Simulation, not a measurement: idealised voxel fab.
Presented below is a process module, voxel gate over fins.
230 nm wide, 5 nm square cells: that's cross-section cut.
A cross-section in this document is a grid of square cells, and it is written down as bands, the top band listed before the ones below it; a band is made up of one or more rows of cells.
Look at the band entry: it leads with the top's height and the bottom's height in nm. Then it lists the materials left to right, with a width in nm for each. The word "all across" on a single material says that material fills the band edge to edge. The word "air" is empty space.
A quick word on heights: they are counted from 0, and under that level the wafer as it came to us is one material throughout. The lowest band is different from the rest in having no bottom; it simply continues downward, written as in "0 and below".
Width "30..40": first value at the band's top row of cells, second value at its bottom row, equal change from row to row.
When a step is marked "no modification", none of the cells in the cross-section changed during that step.
The label "Fully sealed voids" introduces a list of the empty spaces, 8 cells or larger, that have no open way up to the top; each entry in it reads width x height at distance, where the distance is taken from the left edge and all three are stated in nm.
If you see something after the settings on a step's line, that's the simulator's own remark about that step.
The setting "overlay nm" may be written on the line of a step. When the step uses a mask, the value reports how far to the right of the planned place the mask lay, and a negative value reports that it lay to the left.
So here's the lineup of process steps we planned:
1 RECEIVE | material Si
2 CONFORMAL_DEP | material SiN | thk nm 10
3 PATTERN | tone cover | mask id FINS | material resist | width nm 15 | pitch nm 35 | thk nm 15 | overlay nm 0
4 DIRECTIONAL_ETCH | etch materials SiN | depth nm 10
5 DIRECTIONAL_ETCH | etch materials Si | depth nm 30
6 STRIP | etch materials resist
7 OXIDIZE | depth nm 5
8 FILL_DEP | material SiO2 | thk nm 15
9 CMP | height nm 10
10 SELECTIVE_ETCH | etch materials SiO2 | depth nm 20
11 STRIP | etch materials SiN
12 CONFORMAL_DEP | material HfO2 | thk nm 5
13 CONFORMAL_DEP | material TiN | thk nm 5
14 CONFORMAL_DEP | material TiAl | thk nm 5
15 CONFORMAL_DEP | material TiN | thk nm 5
16 FILL_DEP | material W | thk nm 10
17 CMP | height nm 25
18 CONFORMAL_DEP | material SiCN | thk nm 10
First of two wafers, processed according to plan:
Shown in cross-section is the wafer as received, that is, as it stands after step 1:
* 0 and below: Si all across
* Fully sealed voids: none
Step 2 complete: cross-section through the wafer:
* 10 down to 0: SiN all across
* Beneath the level 0, the cross-section is identical to its previous state.
Step 3 complete: cross-section through the wafer:
* 25 down to 10: air 70 nm, then resist 15 nm, then air 20 nm, then resist 15 nm, then air 20 nm, then resist 15 nm, then air 75 nm
* Beneath the level 10, the cross-section is identical to its previous state.
Step 4 complete: cross-section through the wafer:
* 25 down to 10: air 70 nm, then resist 15 nm, then air 20 nm, then resist 15 nm, then air 20 nm, then resist 15 nm, then air 75 nm
* 10 down to 0: air 70 nm, then SiN 15 nm, then air 20 nm, then SiN 15 nm, then air 20 nm, then SiN 15 nm, then air 75 nm
* Beneath the level 0, the cross-section is identical to its previous state.
Step 5 complete: cross-section through the wafer:
* 25 down to 10: air 70 nm, then resist 15 nm, then air 20 nm, then resist 15 nm, then air 20 nm, then resist 15 nm, then air 75 nm
* 10 down to 0: air 70 nm, then SiN 15 nm, then air 20 nm, then SiN 15 nm, then air 20 nm, then SiN 15 nm, then air 75 nm
* 0 down to -30: air 70 nm, then Si 15 nm, then air 20 nm, then Si 15 nm, then air 20 nm, then Si 15 nm, then air 75 nm
* Beneath the level -30, the cross-section is identical to its previous state.
Step 6 complete: cross-section through the wafer:
* 10 down to 0: air 70 nm, then SiN 15 nm, then air 20 nm, then SiN 15 nm, then air 20 nm, then SiN 15 nm, then air 75 nm
* Beneath the level 0, the cross-section is identical to its previous state.
Step 7 complete: cross-section through the wafer:
* 10 down to 0: air 70 nm, then SiN 15 nm, then air 20 nm, then SiN 15 nm, then air 20 nm, then SiN 15 nm, then air 75 nm
* 0 down to -30: air 70 nm, then SiO2 5 nm, then Si 5 nm, then SiO2 5 nm, then air 20 nm, then SiO2 5 nm, then Si 5 nm, then SiO2 5 nm, then air 20 nm, then SiO2 5 nm, then Si 5 nm, then SiO2 5 nm, then air 75 nm
* -30 down to -35: SiO2 75 nm, then Si 5 nm, then SiO2 30 nm, then Si 5 nm, then SiO2 30 nm, then Si 5 nm, then SiO2 80 nm
* Beneath the level -35, the cross-section is identical to its previous state.
Step 8 complete: cross-section through the wafer:
* 25 down to 10: SiO2 all across
* 10 down to 0: SiO2 70 nm, then SiN 15 nm, then SiO2 20 nm, then SiN 15 nm, then SiO2 20 nm, then SiN 15 nm, then SiO2 75 nm
* 0 down to -35: SiO2 75 nm, then Si 5 nm, then SiO2 30 nm, then Si 5 nm, then SiO2 30 nm, then Si 5 nm, then SiO2 80 nm
* Beneath the level -35, the cross-section is identical to its previous state.
Step 9 complete: cross-section through the wafer:
* 10 down to 0: SiO2 70 nm, then SiN 15 nm, then SiO2 20 nm, then SiN 15 nm, then SiO2 20 nm, then SiN 15 nm, then SiO2 75 nm
* Beneath the level 0, the cross-section is identical to its previous state.
Step 10 complete: cross-section through the wafer:
* 10 down to 0: air 70 nm, then SiN 15 nm, then air 20 nm, then SiN 15 nm, then air 20 nm, then SiN 15 nm, then air 75 nm
* 0 down to -10: air 75 nm, then Si 5 nm, then air 30 nm, then Si 5 nm, then air 30 nm, then Si 5 nm, then air 80 nm
* Beneath the level -10, the cross-section is identical to its previous state.
Step 11 complete: cross-section through the wafer:
* 0 down to -10: air 75 nm, then Si 5 nm, then air 30 nm, then Si 5 nm, then air 30 nm, then Si 5 nm, then air 80 nm
* Beneath the level -10, the cross-section is identical to its previous state.
Step 12 complete: cross-section through the wafer:
* 5 down to 0: air 70 nm, then HfO2 15 nm, then air 20 nm, then HfO2 15 nm, then air 20 nm, then HfO2 15 nm, then air 75 nm
* 0 down to -5: air 70 nm, then HfO2 5 nm, then Si 5 nm, then HfO2 5 nm, then air 20 nm, then HfO2 5 nm, then Si 5 nm, then HfO2 5 nm, then air 20 nm, then HfO2 5 nm, then Si 5 nm, then HfO2 5 nm, then air 75 nm
* -5 down to -10: HfO2 75 nm, then Si 5 nm, then HfO2 30 nm, then Si 5 nm, then HfO2 30 nm, then Si 5 nm, then HfO2 80 nm
* Beneath the level -10, the cross-section is identical to its previous state.
Step 13 complete: cross-section through the wafer:
* 10 down to 5: air 65 nm, then TiN 25 nm, then air 10 nm, then TiN 25 nm, then air 10 nm, then TiN 25 nm, then air 70 nm
* 5 down to 0: air 65 nm, then TiN 5 nm, then HfO2 15 nm, then TiN 5 nm, then air 10 nm, then TiN 5 nm, then HfO2 15 nm, then TiN 5 nm, then air 10 nm, then TiN 5 nm, then HfO2 15 nm, then TiN 5 nm, then air 70 nm
* 0 down to -5: TiN 70 nm, then HfO2 5 nm, then Si 5 nm, then HfO2 5 nm, then TiN 20 nm, then HfO2 5 nm, then Si 5 nm, then HfO2 5 nm, then TiN 20 nm, then HfO2 5 nm, then Si 5 nm, then HfO2 5 nm, then TiN 75 nm
* Beneath the level -5, the cross-section is identical to its previous state.
Step 14 complete: cross-section through the wafer:
* 15 down to 10: air 60 nm, then TiAl 105 nm, then air 65 nm
* 10 down to 5: air 60 nm, then TiAl 5 nm, then TiN 25 nm, then TiAl 10 nm, then TiN 25 nm, then TiAl 10 nm, then TiN 25 nm, then TiAl 5 nm, then air 65 nm
* 5 down to 0: TiAl 65 nm, then TiN 5 nm, then HfO2 15 nm, then TiN 5 nm, then TiAl 10 nm, then TiN 5 nm, then HfO2 15 nm, then TiN 5 nm, then TiAl 10 nm, then TiN 5 nm, then HfO2 15 nm, then TiN 5 nm, then TiAl 70 nm
* Beneath the level 0, the cross-section is identical to its previous state.
Step 15 complete: cross-section through the wafer:
* 20 down to 15: air 55 nm, then TiN 115 nm, then air 60 nm
* 15 down to 10: air 55 nm, then TiN 5 nm, then TiAl 105 nm, then TiN 5 nm, then air 60 nm
* 10 down to 5: TiN 60 nm, then TiAl 5 nm, then TiN 25 nm, then TiAl 10 nm, then TiN 25 nm, then TiAl 10 nm, then TiN 25 nm, then TiAl 5 nm, then TiN 65 nm
* Beneath the level 5, the cross-section is identical to its previous state.
Step 16 complete: cross-section through the wafer:
* 30 down to 20: W all across
* 20 down to 15: W 55 nm, then TiN 115 nm, then W 60 nm
* 15 down to 10: W 55 nm, then TiN 5 nm, then TiAl 105 nm, then TiN 5 nm, then W 60 nm
* Beneath the level 10, the cross-section is identical to its previous state.
Step 17 complete: cross-section through the wafer:
* 25 down to 20: W all across
* Beneath the level 20, the cross-section is identical to its previous state.
Step 18 complete: cross-section through the wafer:
* 35 down to 25: SiCN all across
* Beneath the level 25, the cross-section is identical to its previous state.
Second wafer: like start, like plan, one mistake. Through step 2 it matches the first wafer:
Planned end of step 3: second wafer, cross-section:
* 25 down to 10: air 65 nm, then resist 15 nm, then air 20 nm, then resist 15 nm, then air 20 nm, then resist 15 nm, then air 80 nm
* Beneath the level 10, the cross-section is identical to its previous state.
Planned end of step 4: second wafer, cross-section:
* 25 down to 10: air 65 nm, then resist 15 nm, then air 20 nm, then resist 15 nm, then air 20 nm, then resist 15 nm, then air 80 nm
* 10 down to 0: air 65 nm, then SiN 15 nm, then air 20 nm, then SiN 15 nm, then air 20 nm, then SiN 15 nm, then air 80 nm
* Beneath the level 0, the cross-section is identical to its previous state.
Planned end of step 5: second wafer, cross-section:
* 25 down to 10: air 65 nm, then resist 15 nm, then air 20 nm, then resist 15 nm, then air 20 nm, then resist 15 nm, then air 80 nm
* 10 down to 0: air 65 nm, then SiN 15 nm, then air 20 nm, then SiN 15 nm, then air 20 nm, then SiN 15 nm, then air 80 nm
* 0 down to -30: air 65 nm, then Si 15 nm, then air 20 nm, then Si 15 nm, then air 20 nm, then Si 15 nm, then air 80 nm
* Beneath the level -30, the cross-section is identical to its previous state.
Planned end of step 6: second wafer, cross-section:
* 10 down to 0: air 65 nm, then SiN 15 nm, then air 20 nm, then SiN 15 nm, then air 20 nm, then SiN 15 nm, then air 80 nm
* Beneath the level 0, the cross-section is identical to its previous state.
Planned end of step 7: second wafer, cross-section:
* 10 down to 0: air 65 nm, then SiN 15 nm, then air 20 nm, then SiN 15 nm, then air 20 nm, then SiN 15 nm, then air 80 nm
* 0 down to -30: air 65 nm, then SiO2 5 nm, then Si 5 nm, then SiO2 5 nm, then air 20 nm, then SiO2 5 nm, then Si 5 nm, then SiO2 5 nm, then air 20 nm, then SiO2 5 nm, then Si 5 nm, then SiO2 5 nm, then air 80 nm
* -30 down to -35: SiO2 70 nm, then Si 5 nm, then SiO2 30 nm, then Si 5 nm, then SiO2 30 nm, then Si 5 nm, then SiO2 85 nm
* Beneath the level -35, the cross-section is identical to its previous state.
Planned end of step 8: second wafer, cross-section:
* 25 down to 10: SiO2 all across
* 10 down to 0: SiO2 65 nm, then SiN 15 nm, then SiO2 20 nm, then SiN 15 nm, then SiO2 20 nm, then SiN 15 nm, then SiO2 80 nm
* 0 down to -35: SiO2 70 nm, then Si 5 nm, then SiO2 30 nm, then Si 5 nm, then SiO2 30 nm, then Si 5 nm, then SiO2 85 nm
* Beneath the level -35, the cross-section is identical to its previous state.
Planned end of step 9: second wafer, cross-section:
* 10 down to 0: SiO2 65 nm, then SiN 15 nm, then SiO2 20 nm, then SiN 15 nm, then SiO2 20 nm, then SiN 15 nm, then SiO2 80 nm
* Beneath the level 0, the cross-section is identical to its previous state.
Planned end of step 10: second wafer, cross-section:
* 10 down to 0: air 65 nm, then SiN 15 nm, then air 20 nm, then SiN 15 nm, then air 20 nm, then SiN 15 nm, then air 80 nm
* 0 down to -10: air 70 nm, then Si 5 nm, then air 30 nm, then Si 5 nm, then air 30 nm, then Si 5 nm, then air 85 nm
* Beneath the level -10, the cross-section is identical to its previous state.
Planned end of step 11: second wafer, cross-section:
* 0 down to -10: air 70 nm, then Si 5 nm, then air 30 nm, then Si 5 nm, then air 30 nm, then Si 5 nm, then air 85 nm
* Beneath the level -10, the cross-section is identical to its previous state.
Planned end of step 12: second wafer, cross-section:
* 5 down to 0: air 65 nm, then HfO2 15 nm, then air 20 nm, then HfO2 15 nm, then air 20 nm, then HfO2 15 nm, then air 80 nm
* 0 down to -5: air 65 nm, then HfO2 5 nm, then Si 5 nm, then HfO2 5 nm, then air 20 nm, then HfO2 5 nm, then Si 5 nm, then HfO2 5 nm, then air 20 nm, then HfO2 5 nm, then Si 5 nm, then HfO2 5 nm, then air 80 nm
* -5 down to -10: HfO2 70 nm, then Si 5 nm, then HfO2 30 nm, then Si 5 nm, then HfO2 30 nm, then Si 5 nm, then HfO2 85 nm
* Beneath the level -10, the cross-section is identical to its previous state.
Planned end of step 13: second wafer, cross-section:
* 10 down to 5: air 60 nm, then TiN 25 nm, then air 10 nm, then TiN 25 nm, then air 10 nm, then TiN 25 nm, then air 75 nm
* 5 down to 0: air 60 nm, then TiN 5 nm, then HfO2 15 nm, then TiN 5 nm, then air 10 nm, then TiN 5 nm, then HfO2 15 nm, then TiN 5 nm, then air 10 nm, then TiN 5 nm, then HfO2 15 nm, then TiN 5 nm, then air 75 nm
* 0 down to -5: TiN 65 nm, then HfO2 5 nm, then Si 5 nm, then HfO2 5 nm, then TiN 20 nm, then HfO2 5 nm, then Si 5 nm, then HfO2 5 nm, then TiN 20 nm, then HfO2 5 nm, then Si 5 nm, then HfO2 5 nm, then TiN 80 nm
* Beneath the level -5, the cross-section is identical to its previous state.
Planned end of step 14: second wafer, cross-section:
* 15 down to 10: air 55 nm, then TiAl 105 nm, then air 70 nm
* 10 down to 5: air 55 nm, then TiAl 5 nm, then TiN 25 nm, then TiAl 10 nm, then TiN 25 nm, then TiAl 10 nm, then TiN 25 nm, then TiAl 5 nm, then air 70 nm
* 5 down to 0: TiAl 60 nm, then TiN 5 nm, then HfO2 15 nm, then TiN 5 nm, then TiAl 10 nm, then TiN 5 nm, then HfO2 15 nm, then TiN 5 nm, then TiAl 10 nm, then TiN 5 nm, then HfO2 15 nm, then TiN 5 nm, then TiAl 75 nm
* Beneath the level 0, the cross-section is identical to its previous state.
Planned end of step 15: second wafer, cross-section:
* 20 down to 15: air 50 nm, then TiN 115 nm, then air 65 nm
* 15 down to 10: air 50 nm, then TiN 5 nm, then TiAl 105 nm, then TiN 5 nm, then air 65 nm
* 10 down to 5: TiN 55 nm, then TiAl 5 nm, then TiN 25 nm, then TiAl 10 nm, then TiN 25 nm, then TiAl 10 nm, then TiN 25 nm, then TiAl 5 nm, then TiN 70 nm
* Beneath the level 5, the cross-section is identical to its previous state.
Planned end of step 16: second wafer, cross-section:
* 30 down to 20: W all across
* 20 down to 15: W 50 nm, then TiN 115 nm, then W 65 nm
* 15 down to 10: W 50 nm, then TiN 5 nm, then TiAl 105 nm, then TiN 5 nm, then W 65 nm
* Beneath the level 10, the cross-section is identical to its previous state.
Planned end of step 17: second wafer, cross-section:
* 25 down to 20: W all across
* Beneath the level 20, the cross-section is identical to its previous state.
Planned end of step 18: second wafer, cross-section:
* 35 down to 25: SiCN all across
* Beneath the level 25, the cross-section is identical to its previous state.
It is concluded that the wafer was processed incorrectly with respect to the plan, in that not per plan at step 3, really ran PATTERN | tone cover | mask id FINS | material resist | width nm 15 | pitch nm 35 | thk nm 15 | overlay nm -5
at the end the second wafer has, in cells: as many of each material as the first, in other places
